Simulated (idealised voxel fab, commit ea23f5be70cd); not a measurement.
voxel self aligned vias: a process module
Cross-sectional view cut (width: 270 nm; square cell size: 5 nm).
We lay out every cross-section as a grid of square cells and spell it out in bands from the top down, where one band means one or more rows of cells.
Quick guide to a band line: top height, bottom height (nm) up front; then every material left to right with its width in nm. Only one material and it's marked "all across"? Then it fills the band edge to edge. And "empty" just means empty space.
It should be noted that heights are counted from 0, beneath which the wafer as supplied is of one material throughout, and that the lowest band possesses no lower boundary but continues downward, as written in "0 nm and below".
A width such as "30..40" changes by the same amount from each row of cells to the next, from the band's top row to its bottom row.
"remains unaltered" means the step left every cell of the cross-section as it was.
If an empty space has no open way to the top and is at least 8 cells in size, "Fully enclosed voids" lists it, written width x height at distance, where distance is measured from the left edge and every value is in nm.
It should be noted that, on the line of a given step, the content following the step's settings is a remark produced by the simulator itself with respect to that step.
The setting "overlay nm" may be written on the line of a step. When the step uses a mask, the value reports how far to the right of the planned place the mask lay, and a negative value reports that it lay to the left.
How should the pairs below be read? Each gives the cross-section before one process step and the cross-section after it, the latter drawn only to the lowest band that changed; the step that lies between them, with its settings, appears under the pair. Does a pair pick up where the pair above left off? Only where its entry headed "State before step" says so, since pairs can come from different runs of this module on the same starting wafer.
# State before step
- 0 nm and below: Si all across
- Fully enclosed voids: none
# Post-Step Appearance
- 15 nm to 0 nm: SiO2 all across
- Whatever lies below 0 is exactly as it was before.
- Fully enclosed voids: none
What was done to get from the upper cross-section to the lower one? CONFORMAL_DEP, material SiO2, thk nm 15
State before step: it's just the after picture from the pair right above this one.
# Post-Step Appearance
- 20 nm to 15 nm: SiCN all across
- Whatever lies below 15 is exactly as it was before.
- Fully enclosed voids: none
What was done to get from the upper cross-section to the lower one? CONFORMAL_DEP, material SiCN, thk nm 5
State before step: it's just the after picture from the pair right above this one.
# Post-Step Appearance
- 45 nm to 20 nm: lowk all across
- Whatever lies below 20 is exactly as it was before.
- Fully enclosed voids: none
What was done to get from the upper cross-section to the lower one? DIRECTIONAL_DEP, material lowk, thk nm 25
State before step: it's just the after picture from the pair right above this one.
# Post-Step Appearance
- 45 nm to 20 nm: lowk 50 nm, then empty 30 nm, then lowk 40 nm, then empty 30 nm, then lowk 40 nm, then empty 30 nm, then lowk 50 nm
- Whatever lies below 20 is exactly as it was before.
- Fully enclosed voids: none
What was done to get from the upper cross-section to the lower one? MASKED_ETCH, tone open, mask id LINES, width nm 30, pitch nm 70, etch materials lowk, depth nm 25, overlay nm 0
State before step: it's just the after picture from the pair right above this one.
# Post-Step Appearance
- 50 nm to 45 nm: TiN 55 nm, then empty 20 nm, then TiN 50 nm, then empty 20 nm, then TiN 50 nm, then empty 20 nm, then TiN 55 nm
- 45 nm to 25 nm: lowk 50 nm, then TiN 5 nm, then empty 20 nm, then TiN 5 nm, then lowk 40 nm, then TiN 5 nm, then empty 20 nm, then TiN 5 nm, then lowk 40 nm, then TiN 5 nm, then empty 20 nm, then TiN 5 nm, then lowk 50 nm
- 25 nm to 20 nm: lowk 50 nm, then TiN 30 nm, then lowk 40 nm, then TiN 30 nm, then lowk 40 nm, then TiN 30 nm, then lowk 50 nm
- Whatever lies below 20 is exactly as it was before.
- Fully enclosed voids: none
What was done to get from the upper cross-section to the lower one? CONFORMAL_DEP, material TiN, thk nm 5
State before step: it's just the after picture from the pair right above this one.
# Post-Step Appearance
- 60 nm to 50 nm: W all across
- 50 nm to 45 nm: TiN 55 nm, then W 20 nm, then TiN 50 nm, then W 20 nm, then TiN 50 nm, then W 20 nm, then TiN 55 nm
- 45 nm to 25 nm: lowk 50 nm, then TiN 5 nm, then W 20 nm, then TiN 5 nm, then lowk 40 nm, then TiN 5 nm, then W 20 nm, then TiN 5 nm, then lowk 40 nm, then TiN 5 nm, then W 20 nm, then TiN 5 nm, then lowk 50 nm
- Whatever lies below 25 is exactly as it was before.
- Fully enclosed voids: none
What was done to get from the upper cross-section to the lower one? FILL_DEP, material W, thk nm 10
State before step: it's just the after picture from the pair right above this one.
# Post-Step Appearance
- 45 nm to 25 nm: lowk 50 nm, then TiN 5 nm, then W 20 nm, then TiN 5 nm, then lowk 40 nm, then TiN 5 nm, then W 20 nm, then TiN 5 nm, then lowk 40 nm, then TiN 5 nm, then W 20 nm, then TiN 5 nm, then lowk 50 nm
- Whatever lies below 25 is exactly as it was before.
- Fully enclosed voids: none
What was done to get from the upper cross-section to the lower one? CMP, height nm 45
State before step: it's just the after picture from the pair right above this one.
# Post-Step Appearance
- 45 nm to 40 nm: lowk 50 nm, then empty 30 nm, then lowk 40 nm, then empty 30 nm, then lowk 40 nm, then empty 30 nm, then lowk 50 nm
- Whatever lies below 40 is exactly as it was before.
- Fully enclosed voids: none
What was done to get from the upper cross-section to the lower one? SELECTIVE_ETCH, etch materials W Ru TiN, depth nm 5
State before step: it's just the after picture from the pair right above this one.
# Post-Step Appearance
- 55 nm to 45 nm: SiN all across
- 45 nm to 40 nm: lowk 50 nm, then SiN 30 nm, then lowk 40 nm, then SiN 30 nm, then lowk 40 nm, then SiN 30 nm, then lowk 50 nm
- Whatever lies below 40 is exactly as it was before.
- Fully enclosed voids: none
What was done to get from the upper cross-section to the lower one? FILL_DEP, material SiN, thk nm 10
State before step: it's just the after picture from the pair right above this one.
# Post-Step Appearance
- 45 nm to 40 nm: lowk 50 nm, then SiN 30 nm, then lowk 40 nm, then SiN 30 nm, then lowk 40 nm, then SiN 30 nm, then lowk 50 nm
- Whatever lies below 40 is exactly as it was before.
- Fully enclosed voids: none
What was done to get from the upper cross-section to the lower one? CMP, height nm 45
State before step: it's just the after picture from the pair right above this one.
# Post-Step Appearance
- 60 nm to 45 nm: lowk all across
- Whatever lies below 45 is exactly as it was before.
- Fully enclosed voids: none
What was done to get from the upper cross-section to the lower one? DIRECTIONAL_DEP, material lowk, thk nm 15
State before step: it's just the after picture from the pair right above this one.
# Post-Step Appearance
- 75 nm to 60 nm: aC all across
- Whatever lies below 60 is exactly as it was before.
- Fully enclosed voids: none
What was done to get from the upper cross-section to the lower one? DIRECTIONAL_DEP, material aC, thk nm 15
State before step: it's just the after picture from the pair right above this one.
# Post-Step Appearance
- 105 nm to 75 nm: resist 40 nm, then empty 50 nm, then resist 20 nm, then empty 50 nm, then resist 20 nm, then empty 50 nm, then resist 40 nm
- Whatever lies below 75 is exactly as it was before.
- Fully enclosed voids: none
What was done to get from the upper cross-section to the lower one? PATTERN, tone open, mask id VIAS, material resist, width nm 50, pitch nm 70, thk nm 30, overlay nm 0
State before step: it's just the after picture from the pair right above this one.
# Post-Step Appearance
- 90 nm to 75 nm: resist 40 nm, then empty 50 nm, then resist 20 nm, then empty 50 nm, then resist 20 nm, then empty 50 nm, then resist 40 nm
- 75 nm to 60 nm: aC 40 nm, then empty 50 nm, then aC 20 nm, then empty 50 nm, then aC 20 nm, then empty 50 nm, then aC 40 nm
- Whatever lies below 60 is exactly as it was before.
- Fully enclosed voids: none
What was done to get from the upper cross-section to the lower one? DIRECTIONAL_ETCH, etch materials aC, depth nm 15
State before step: it's just the after picture from the pair right above this one.
# Post-Step Appearance
- 75 nm to 60 nm: aC 40 nm, then empty 50 nm, then aC 20 nm, then empty 50 nm, then aC 20 nm, then empty 50 nm, then aC 40 nm
- Whatever lies below 60 is exactly as it was before.
- Fully enclosed voids: none
What was done to get from the upper cross-section to the lower one? STRIP, etch materials resist
State before step: it's just the after picture from the pair right above this one.
# Post-Step Appearance
- 75 nm to 60 nm: aC 40 nm, then empty 50 nm, then aC 20 nm, then empty 50 nm, then aC 20 nm, then empty 50 nm, then aC 40 nm
- 60 nm to 45 nm: lowk 40 nm, then empty 50 nm, then lowk 20 nm, then empty 50 nm, then lowk 20 nm, then empty 50 nm, then lowk 40 nm
- Whatever lies below 45 is exactly as it was before.
- Fully enclosed voids: none
What was done to get from the upper cross-section to the lower one? DIRECTIONAL_ETCH, etch materials lowk, depth nm 15
State before step: it's just the after picture from the pair right above this one.
# Post-Step Appearance
- 75 nm to 60 nm: aC 40 nm, then empty 50 nm, then aC 20 nm, then empty 50 nm, then aC 20 nm, then empty 50 nm, then aC 40 nm
- 60 nm to 45 nm: lowk 40 nm, then empty 50 nm, then lowk 20 nm, then empty 50 nm, then lowk 20 nm, then empty 50 nm, then lowk 40 nm
- 45 nm to 40 nm: lowk 50 nm, then empty 30 nm, then lowk 40 nm, then empty 30 nm, then lowk 40 nm, then empty 30 nm, then lowk 50 nm
- Whatever lies below 40 is exactly as it was before.
- Fully enclosed voids: none
What was done to get from the upper cross-section to the lower one? DIRECTIONAL_ETCH, etch materials SiN, depth nm 5
State before step: it's just the after picture from the pair right above this one.
# Post-Step Appearance
- 60 nm to 45 nm: lowk 40 nm, then empty 50 nm, then lowk 20 nm, then empty 50 nm, then lowk 20 nm, then empty 50 nm, then lowk 40 nm
- Whatever lies below 45 is exactly as it was before.
- Fully enclosed voids: none
What was done to get from the upper cross-section to the lower one? STRIP, etch materials aC
State before step: it's just the after picture from the pair right above this one.
# Post-Step Appearance
- 65 nm to 60 nm: TiN 45 nm, then empty 40 nm, then TiN 30 nm, then empty 40 nm, then TiN 30 nm, then empty 40 nm, then TiN 45 nm
- 60 nm to 50 nm: lowk 40 nm, then TiN 5 nm, then empty 40 nm, then TiN 5 nm, then lowk 20 nm, then TiN 5 nm, then empty 40 nm, then TiN 5 nm, then lowk 20 nm, then TiN 5 nm, then empty 40 nm, then TiN 5 nm, then lowk 40 nm
- 50 nm to 45 nm: lowk 40 nm, then TiN 15 nm, then empty 20 nm, then TiN 15 nm, then lowk 20 nm, then TiN 15 nm, then empty 20 nm, then TiN 15 nm, then lowk 20 nm, then TiN 15 nm, then empty 20 nm, then TiN 15 nm, then lowk 40 nm
- 45 nm to 40 nm: lowk 50 nm, then TiN 30 nm, then lowk 40 nm, then TiN 30 nm, then lowk 40 nm, then TiN 30 nm, then lowk 50 nm
- Whatever lies below 40 is exactly as it was before.
- Fully enclosed voids: none
What was done to get from the upper cross-section to the lower one? CONFORMAL_DEP, material TiN, thk nm 5
State before step: it's just the after picture from the pair right above this one.
# Post-Step Appearance
- 70 nm to 65 nm: W all across
- 65 nm to 60 nm: TiN 45 nm, then W 40 nm, then TiN 30 nm, then W 40 nm, then TiN 30 nm, then W 40 nm, then TiN 45 nm
- 60 nm to 50 nm: lowk 40 nm, then TiN 5 nm, then W 40 nm, then TiN 5 nm, then lowk 20 nm, then TiN 5 nm, then W 40 nm, then TiN 5 nm, then lowk 20 nm, then TiN 5 nm, then W 40 nm, then TiN 5 nm, then lowk 40 nm
- 50 nm to 45 nm: lowk 40 nm, then TiN 15 nm, then W 20 nm, then TiN 15 nm, then lowk 20 nm, then TiN 15 nm, then W 20 nm, then TiN 15 nm, then lowk 20 nm, then TiN 15 nm, then W 20 nm, then TiN 15 nm, then lowk 40 nm
- Whatever lies below 45 is exactly as it was before.
- Fully enclosed voids: none
What was done to get from the upper cross-section to the lower one? FILL_DEP, material W, thk nm 5
State before step: it's just the after picture from the pair right above this one.
# Post-Step Appearance
- 60 nm to 50 nm: lowk 40 nm, then TiN 5 nm, then W 40 nm, then TiN 5 nm, then lowk 20 nm, then TiN 5 nm, then W 40 nm, then TiN 5 nm, then lowk 20 nm, then TiN 5 nm, then W 40 nm, then TiN 5 nm, then lowk 40 nm
- Whatever lies below 50 is exactly as it was before.
- Fully enclosed voids: none
What was done to get from the upper cross-section to the lower one? CMP, height nm 60
State before step: it's just the after picture from the pair right above this one.
# Post-Step Appearance
- 65 nm to 60 nm: SiN all across
- Whatever lies below 60 is exactly as it was before.
- Fully enclosed voids: none
What was done to get from the upper cross-section to the lower one? CONFORMAL_DEP, material SiN, thk nm 5
# State before step
- 15 nm to 0 nm: SiO2 all across
- 0 nm and below: Si all across
- Fully enclosed voids: none
# Post-Step Appearance
- 40 nm to 15 nm: lowk all across
- Whatever lies below 15 is exactly as it was before.
- Fully enclosed voids: none
What was done to get from the upper cross-section to the lower one? DIRECTIONAL_DEP, material lowk, thk nm 25
State before step: it's just the after picture from the pair right above this one.
# Post-Step Appearance
- 40 nm to 15 nm: lowk 50 nm, then empty 30 nm, then lowk 40 nm, then empty 30 nm, then lowk 40 nm, then empty 30 nm, then lowk 50 nm
- Whatever lies below 15 is exactly as it was before.
- Fully enclosed voids: none
What was done to get from the upper cross-section to the lower one? MASKED_ETCH, tone open, mask id LINES, width nm 30, pitch nm 70, etch materials lowk, depth nm 25, overlay nm 0
State before step: it's just the after picture from the pair right above this one.
# Post-Step Appearance
- 45 nm to 40 nm: TiN 55 nm, then empty 20 nm, then TiN 50 nm, then empty 20 nm, then TiN 50 nm, then empty 20 nm, then TiN 55 nm
- 40 nm to 20 nm: lowk 50 nm, then TiN 5 nm, then empty 20 nm, then TiN 5 nm, then lowk 40 nm, then TiN 5 nm, then empty 20 nm, then TiN 5 nm, then lowk 40 nm, then TiN 5 nm, then empty 20 nm, then TiN 5 nm, then lowk 50 nm
- 20 nm to 15 nm: lowk 50 nm, then TiN 30 nm, then lowk 40 nm, then TiN 30 nm, then lowk 40 nm, then TiN 30 nm, then lowk 50 nm
- Whatever lies below 15 is exactly as it was before.
- Fully enclosed voids: none
What was done to get from the upper cross-section to the lower one? CONFORMAL_DEP, material TiN, thk nm 5
State before step: it's just the after picture from the pair right above this one.
# Post-Step Appearance
- 55 nm to 45 nm: W all across
- 45 nm to 40 nm: TiN 55 nm, then W 20 nm, then TiN 50 nm, then W 20 nm, then TiN 50 nm, then W 20 nm, then TiN 55 nm
- 40 nm to 20 nm: lowk 50 nm, then TiN 5 nm, then W 20 nm, then TiN 5 nm, then lowk 40 nm, then TiN 5 nm, then W 20 nm, then TiN 5 nm, then lowk 40 nm, then TiN 5 nm, then W 20 nm, then TiN 5 nm, then lowk 50 nm
- Whatever lies below 20 is exactly as it was before.
- Fully enclosed voids: none
What was done to get from the upper cross-section to the lower one? FILL_DEP, material W, thk nm 10
State before step: it's just the after picture from the pair right above this one.
# Post-Step Appearance
- 45 nm to 40 nm: TiN 55 nm, then W 20 nm, then TiN 50 nm, then W 20 nm, then TiN 50 nm, then W 20 nm, then TiN 55 nm
- Whatever lies below 40 is exactly as it was before.
- Fully enclosed voids: none
What was done to get from the upper cross-section to the lower one? CMP, height nm 45
State before step: it's just the after picture from the pair right above this one.
# Post-Step Appearance
- 40 nm to 20 nm: lowk 50 nm, then TiN 5 nm, then W 20 nm, then TiN 5 nm, then lowk 40 nm, then TiN 5 nm, then W 20 nm, then TiN 5 nm, then lowk 40 nm, then TiN 5 nm, then W 20 nm, then TiN 5 nm, then lowk 50 nm
- Whatever lies below 20 is exactly as it was before.
- Fully enclosed voids: none
What was done to get from the upper cross-section to the lower one? SELECTIVE_ETCH, etch materials W Ru TiN, depth nm 5
State before step: it's just the after picture from the pair right above this one.
# Post-Step Appearance
- 50 nm to 40 nm: SiN all across
- Whatever lies below 40 is exactly as it was before.
- Fully enclosed voids: none
What was done to get from the upper cross-section to the lower one? FILL_DEP, material SiN, thk nm 10
State before step: it's just the after picture from the pair right above this one.
# Post-Step Appearance
- 45 nm to 40 nm: SiN all across
- Whatever lies below 40 is exactly as it was before.
- Fully enclosed voids: none
What was done to get from the upper cross-section to the lower one? CMP, height nm 45
State before step: it's just the after picture from the pair right above this one.
# Post-Step Appearance
- 60 nm to 45 nm: lowk all across
- Whatever lies below 45 is exactly as it was before.
- Fully enclosed voids: none
What was done to get from the upper cross-section to the lower one? DIRECTIONAL_DEP, material lowk, thk nm 15
State before step: it's just the after picture from the pair right above this one.
# Post-Step Appearance
- 75 nm to 60 nm: aC all across
- Whatever lies below 60 is exactly as it was before.
- Fully enclosed voids: none
What was done to get from the upper cross-section to the lower one? DIRECTIONAL_DEP, material aC, thk nm 15
State before step: it's just the after picture from the pair right above this one.
# Post-Step Appearance
- 105 nm to 75 nm: resist 40 nm, then empty 50 nm, then resist 20 nm, then empty 50 nm, then resist 20 nm, then empty 50 nm, then resist 40 nm
- Whatever lies below 75 is exactly as it was before.
- Fully enclosed voids: none
What was done to get from the upper cross-section to the lower one? PATTERN, tone open, mask id VIAS, material resist, width nm 50, pitch nm 70, thk nm 30, overlay nm 0
State before step: it's just the after picture from the pair right above this one.
# Post-Step Appearance
- 90 nm to 75 nm: resist 40 nm, then empty 50 nm, then resist 20 nm, then empty 50 nm, then resist 20 nm, then empty 50 nm, then resist 40 nm
- 75 nm to 60 nm: aC 40 nm, then empty 50 nm, then aC 20 nm, then empty 50 nm, then aC 20 nm, then empty 50 nm, then aC 40 nm
- Whatever lies below 60 is exactly as it was before.
- Fully enclosed voids: none
What was done to get from the upper cross-section to the lower one? DIRECTIONAL_ETCH, etch materials aC, depth nm 15
State before step: it's just the after picture from the pair right above this one.
# Post-Step Appearance
- 75 nm to 60 nm: aC 40 nm, then empty 50 nm, then aC 20 nm, then empty 50 nm, then aC 20 nm, then empty 50 nm, then aC 40 nm
- Whatever lies below 60 is exactly as it was before.
- Fully enclosed voids: none
What was done to get from the upper cross-section to the lower one? STRIP, etch materials resist
State before step: it's just the after picture from the pair right above this one.
# Post-Step Appearance
- 75 nm to 60 nm: aC 40 nm, then empty 50 nm, then aC 20 nm, then empty 50 nm, then aC 20 nm, then empty 50 nm, then aC 40 nm
- 60 nm to 45 nm: lowk 40 nm, then empty 50 nm, then lowk 20 nm, then empty 50 nm, then lowk 20 nm, then empty 50 nm, then lowk 40 nm
- Whatever lies below 45 is exactly as it was before.
- Fully enclosed voids: none
What was done to get from the upper cross-section to the lower one? DIRECTIONAL_ETCH, etch materials lowk, depth nm 15
State before step: it's just the after picture from the pair right above this one.
# Post-Step Appearance
- 75 nm to 60 nm: aC 40 nm, then empty 50 nm, then aC 20 nm, then empty 50 nm, then aC 20 nm, then empty 50 nm, then aC 40 nm
- 60 nm to 45 nm: lowk 40 nm, then empty 50 nm, then lowk 20 nm, then empty 50 nm, then lowk 20 nm, then empty 50 nm, then lowk 40 nm
- 45 nm to 40 nm: SiN 40 nm, then empty 50 nm, then SiN 20 nm, then empty 50 nm, then SiN 20 nm, then empty 50 nm, then SiN 40 nm
- Whatever lies below 40 is exactly as it was before.
- Fully enclosed voids: none
What was done to get from the upper cross-section to the lower one? DIRECTIONAL_ETCH, etch materials SiN, depth nm 5
State before step: it's just the after picture from the pair right above this one.
# Post-Step Appearance
- 60 nm to 45 nm: lowk 40 nm, then empty 50 nm, then lowk 20 nm, then empty 50 nm, then lowk 20 nm, then empty 50 nm, then lowk 40 nm
- Whatever lies below 45 is exactly as it was before.
- Fully enclosed voids: none
What was done to get from the upper cross-section to the lower one? STRIP, etch materials aC
State before step: it's just the after picture from the pair right above this one.
# Post-Step Appearance
- 65 nm to 60 nm: TiN 45 nm, then empty 40 nm, then TiN 30 nm, then empty 40 nm, then TiN 30 nm, then empty 40 nm, then TiN 45 nm
- 60 nm to 45 nm: lowk 40 nm, then TiN 5 nm, then empty 40 nm, then TiN 5 nm, then lowk 20 nm, then TiN 5 nm, then empty 40 nm, then TiN 5 nm, then lowk 20 nm, then TiN 5 nm, then empty 40 nm, then TiN 5 nm, then lowk 40 nm
- 45 nm to 40 nm: SiN 40 nm, then TiN 50 nm, then SiN 20 nm, then TiN 50 nm, then SiN 20 nm, then TiN 50 nm, then SiN 40 nm
- Whatever lies below 40 is exactly as it was before.
- Fully enclosed voids: none
What was done to get from the upper cross-section to the lower one? CONFORMAL_DEP, material TiN, thk nm 5
State before step: it's just the after picture from the pair right above this one.
# Post-Step Appearance
- 70 nm to 65 nm: W all across
- 65 nm to 60 nm: TiN 45 nm, then W 40 nm, then TiN 30 nm, then W 40 nm, then TiN 30 nm, then W 40 nm, then TiN 45 nm
- 60 nm to 45 nm: lowk 40 nm, then TiN 5 nm, then W 40 nm, then TiN 5 nm, then lowk 20 nm, then TiN 5 nm, then W 40 nm, then TiN 5 nm, then lowk 20 nm, then TiN 5 nm, then W 40 nm, then TiN 5 nm, then lowk 40 nm
- Whatever lies below 45 is exactly as it was before.
- Fully enclosed voids: none
What was done to get from the upper cross-section to the lower one? FILL_DEP, material W, thk nm 5
State before step: it's just the after picture from the pair right above this one.
# Post-Step Appearance
- 60 nm to 45 nm: lowk 40 nm, then TiN 5 nm, then W 40 nm, then TiN 5 nm, then lowk 20 nm, then TiN 5 nm, then W 40 nm, then TiN 5 nm, then lowk 20 nm, then TiN 5 nm, then W 40 nm, then TiN 5 nm, then lowk 40 nm
- Whatever lies below 45 is exactly as it was before.
- Fully enclosed voids: none
What was done to get from the upper cross-section to the lower one? CMP, height nm 60
State before step: it's just the after picture from the pair right above this one.
# Post-Step Appearance
- 65 nm to 60 nm: SiN all across
- Whatever lies below 60 is exactly as it was before.
- Fully enclosed voids: none
What was done to get from the upper cross-section to the lower one? CONFORMAL_DEP, material SiN, thk nm 5
# State before step
- 75 nm to 60 nm: aC 40 nm, then empty 50 nm, then aC 20 nm, then empty 50 nm, then aC 20 nm, then empty 50 nm, then aC 40 nm
- 60 nm to 45 nm: lowk 40 nm, then empty 50 nm, then lowk 20 nm, then empty 50 nm, then lowk 20 nm, then empty 50 nm, then lowk 40 nm
- 45 nm to 40 nm: lowk 50 nm, then SiN 30 nm, then lowk 40 nm, then SiN 30 nm, then lowk 40 nm, then SiN 30 nm, then lowk 50 nm
- 40 nm to 25 nm: lowk 50 nm, then TiN 5 nm, then W 20 nm, then TiN 5 nm, then lowk 40 nm, then TiN 5 nm, then W 20 nm, then TiN 5 nm, then lowk 40 nm, then TiN 5 nm, then W 20 nm, then TiN 5 nm, then lowk 50 nm
- 25 nm to 20 nm: lowk 50 nm, then TiN 30 nm, then lowk 40 nm, then TiN 30 nm, then lowk 40 nm, then TiN 30 nm, then lowk 50 nm
- 20 nm to 15 nm: SiCN all across
- 15 nm to 0 nm: SiO2 all across
- 0 nm and below: Si all across
- Fully enclosed voids: none
# Post-Step Appearance
- 75 nm to 60 nm: aC 40 nm, then empty 50 nm, then aC 20 nm, then empty 50 nm, then aC 20 nm, then empty 50 nm, then aC 40 nm
- 60 nm to 45 nm: lowk 40 nm, then empty 50 nm, then lowk 20 nm, then empty 50 nm, then lowk 20 nm, then empty 50 nm, then lowk 40 nm
- 45 nm to 40 nm: lowk 40 nm, then empty 10 nm, then SiN 30 nm, then empty 10 nm, then lowk 20 nm, then empty 10 nm, then SiN 30 nm, then empty 10 nm, then lowk 20 nm, then empty 10 nm, then SiN 30 nm, then empty 10 nm, then lowk 40 nm
- 40 nm to 30 nm: lowk 40 nm, then empty 10 nm, then TiN 5 nm, then W 20 nm, then TiN 5 nm, then empty 10 nm, then lowk 20 nm, then empty 10 nm, then TiN 5 nm, then W 20 nm, then TiN 5 nm, then empty 10 nm, then lowk 20 nm, then empty 10 nm, then TiN 5 nm, then W 20 nm, then TiN 5 nm, then empty 10 nm, then lowk 40 nm
- Whatever lies below 30 is exactly as it was before.
- Fully enclosed voids: none
What was done to get from the upper cross-section to the lower one? DIRECTIONAL_ETCH, etch materials lowk, depth nm 15
State before step: it's just the after picture from the pair right above this one.
# Post-Step Appearance
- 75 nm to 60 nm: aC 40 nm, then empty 50 nm, then aC 20 nm, then empty 50 nm, then aC 20 nm, then empty 50 nm, then aC 40 nm
- 60 nm to 40 nm: lowk 40 nm, then empty 50 nm, then lowk 20 nm, then empty 50 nm, then lowk 20 nm, then empty 50 nm, then lowk 40 nm
- Whatever lies below 40 is exactly as it was before.
- Fully enclosed voids: none
What was done to get from the upper cross-section to the lower one? DIRECTIONAL_ETCH, etch materials SiN, depth nm 5
State before step: it's just the after picture from the pair right above this one.
# Post-Step Appearance
- 60 nm to 40 nm: lowk 40 nm, then empty 50 nm, then lowk 20 nm, then empty 50 nm, then lowk 20 nm, then empty 50 nm, then lowk 40 nm
- Whatever lies below 40 is exactly as it was before.
- Fully enclosed voids: none
What was done to get from the upper cross-section to the lower one? STRIP, etch materials aC
State before step: it's just the after picture from the pair right above this one.
# Post-Step Appearance
- 65 nm to 60 nm: TiN 45 nm, then empty 40 nm, then TiN 30 nm, then empty 40 nm, then TiN 30 nm, then empty 40 nm, then TiN 45 nm
- 60 nm to 45 nm: lowk 40 nm, then TiN 5 nm, then empty 40 nm, then TiN 5 nm, then lowk 20 nm, then TiN 5 nm, then empty 40 nm, then TiN 5 nm, then lowk 20 nm, then TiN 5 nm, then empty 40 nm, then TiN 5 nm, then lowk 40 nm
- 45 nm to 40 nm: lowk 40 nm, then TiN 50 nm, then lowk 20 nm, then TiN 50 nm, then lowk 20 nm, then TiN 50 nm, then lowk 40 nm
- 40 nm to 30 nm: lowk 40 nm, then TiN 15 nm, then W 20 nm, then TiN 15 nm, then lowk 20 nm, then TiN 15 nm, then W 20 nm, then TiN 15 nm, then lowk 20 nm, then TiN 15 nm, then W 20 nm, then TiN 15 nm, then lowk 40 nm
- Whatever lies below 30 is exactly as it was before.
- Fully enclosed voids: none
What was done to get from the upper cross-section to the lower one? CONFORMAL_DEP, material TiN, thk nm 5
State before step: it's just the after picture from the pair right above this one.
# Post-Step Appearance
- 70 nm to 65 nm: W all across
- 65 nm to 60 nm: TiN 45 nm, then W 40 nm, then TiN 30 nm, then W 40 nm, then TiN 30 nm, then W 40 nm, then TiN 45 nm
- 60 nm to 45 nm: lowk 40 nm, then TiN 5 nm, then W 40 nm, then TiN 5 nm, then lowk 20 nm, then TiN 5 nm, then W 40 nm, then TiN 5 nm, then lowk 20 nm, then TiN 5 nm, then W 40 nm, then TiN 5 nm, then lowk 40 nm
- Whatever lies below 45 is exactly as it was before.
- Fully enclosed voids: none
What was done to get from the upper cross-section to the lower one? FILL_DEP, material W, thk nm 5
State before step: it's just the after picture from the pair right above this one.
# Post-Step Appearance
- 60 nm to 45 nm: lowk 40 nm, then TiN 5 nm, then W 40 nm, then TiN 5 nm, then lowk 20 nm, then TiN 5 nm, then W 40 nm, then TiN 5 nm, then lowk 20 nm, then TiN 5 nm, then W 40 nm, then TiN 5 nm, then lowk 40 nm
- Whatever lies below 45 is exactly as it was before.
- Fully enclosed voids: none
What was done to get from the upper cross-section to the lower one? CMP, height nm 60
State before step: it's just the after picture from the pair right above this one.
# Post-Step Appearance
- 65 nm to 60 nm: SiN all across
- Whatever lies below 60 is exactly as it was before.
- Fully enclosed voids: none
What was done to get from the upper cross-section to the lower one? CONFORMAL_DEP, material SiN, thk nm 5
# State before step
- 40 nm to 15 nm: lowk all across
- 15 nm to 0 nm: SiO2 all across
- 0 nm and below: Si all across
- Fully enclosed voids: none
# Post-Step Appearance
- 45 nm to 40 nm: SiCN all across
- Whatever lies below 40 is exactly as it was before.
- Fully enclosed voids: none
What was done to get from the upper cross-section to the lower one? CONFORMAL_DEP, material SiCN, thk nm 5
State before step: it's just the after picture from the pair right above this one.
# Post-Step Appearance
- 50 nm to 45 nm: TiN all across
- Whatever lies below 45 is exactly as it was before.
- Fully enclosed voids: none
What was done to get from the upper cross-section to the lower one? CONFORMAL_DEP, material TiN, thk nm 5
State before step: it's just the after picture from the pair right above this one.
# Post-Step Appearance
- 60 nm to 50 nm: W all across
- Whatever lies below 50 is exactly as it was before.
- Fully enclosed voids: none
What was done to get from the upper cross-section to the lower one? FILL_DEP, material W, thk nm 10
State before step: it's just the after picture from the pair right above this one.
# Post-Step Appearance
- 45 nm to 40 nm: SiCN all across
- Whatever lies below 40 is exactly as it was before.
- Fully enclosed voids: none
What was done to get from the upper cross-section to the lower one? CMP, height nm 45
State before step: it's just the after picture from the pair right above this one.
# Post-Step Appearance
- 55 nm to 45 nm: SiN all across
- Whatever lies below 45 is exactly as it was before.
- Fully enclosed voids: none
What was done to get from the upper cross-section to the lower one? FILL_DEP, material SiN, thk nm 10
State before step: it's just the after picture from the pair right above this one.
# Post-Step Appearance
- 45 nm to 40 nm: SiCN all across
- Whatever lies below 40 is exactly as it was before.
- Fully enclosed voids: none
What was done to get from the upper cross-section to the lower one? CMP, height nm 45
State before step: it's just the after picture from the pair right above this one.
# Post-Step Appearance
- 60 nm to 45 nm: lowk all across
- Whatever lies below 45 is exactly as it was before.
- Fully enclosed voids: none
What was done to get from the upper cross-section to the lower one? DIRECTIONAL_DEP, material lowk, thk nm 15
State before step: it's just the after picture from the pair right above this one.
# Post-Step Appearance
- 75 nm to 60 nm: aC all across
- Whatever lies below 60 is exactly as it was before.
- Fully enclosed voids: none
What was done to get from the upper cross-section to the lower one? DIRECTIONAL_DEP, material aC, thk nm 15
State before step: it's just the after picture from the pair right above this one.
# Post-Step Appearance
- 105 nm to 75 nm: resist 40 nm, then empty 50 nm, then resist 20 nm, then empty 50 nm, then resist 20 nm, then empty 50 nm, then resist 40 nm
- Whatever lies below 75 is exactly as it was before.
- Fully enclosed voids: none
What was done to get from the upper cross-section to the lower one? PATTERN, tone open, mask id VIAS, material resist, width nm 50, pitch nm 70, thk nm 30, overlay nm 0
State before step: it's just the after picture from the pair right above this one.
# Post-Step Appearance
- 90 nm to 75 nm: resist 40 nm, then empty 50 nm, then resist 20 nm, then empty 50 nm, then resist 20 nm, then empty 50 nm, then resist 40 nm
- 75 nm to 60 nm: aC 40 nm, then empty 50 nm, then aC 20 nm, then empty 50 nm, then aC 20 nm, then empty 50 nm, then aC 40 nm
- Whatever lies below 60 is exactly as it was before.
- Fully enclosed voids: none
What was done to get from the upper cross-section to the lower one? DIRECTIONAL_ETCH, etch materials aC, depth nm 15
State before step: it's just the after picture from the pair right above this one.
# Post-Step Appearance
- 75 nm to 60 nm: aC 40 nm, then empty 50 nm, then aC 20 nm, then empty 50 nm, then aC 20 nm, then empty 50 nm, then aC 40 nm
- Whatever lies below 60 is exactly as it was before.
- Fully enclosed voids: none
What was done to get from the upper cross-section to the lower one? STRIP, etch materials resist
State before step: it's just the after picture from the pair right above this one.
# Post-Step Appearance
- 75 nm to 60 nm: aC 40 nm, then empty 50 nm, then aC 20 nm, then empty 50 nm, then aC 20 nm, then empty 50 nm, then aC 40 nm
- 60 nm to 45 nm: lowk 40 nm, then empty 50 nm, then lowk 20 nm, then empty 50 nm, then lowk 20 nm, then empty 50 nm, then lowk 40 nm
- Whatever lies below 45 is exactly as it was before.
- Fully enclosed voids: none
What was done to get from the upper cross-section to the lower one? DIRECTIONAL_ETCH, etch materials lowk, depth nm 15
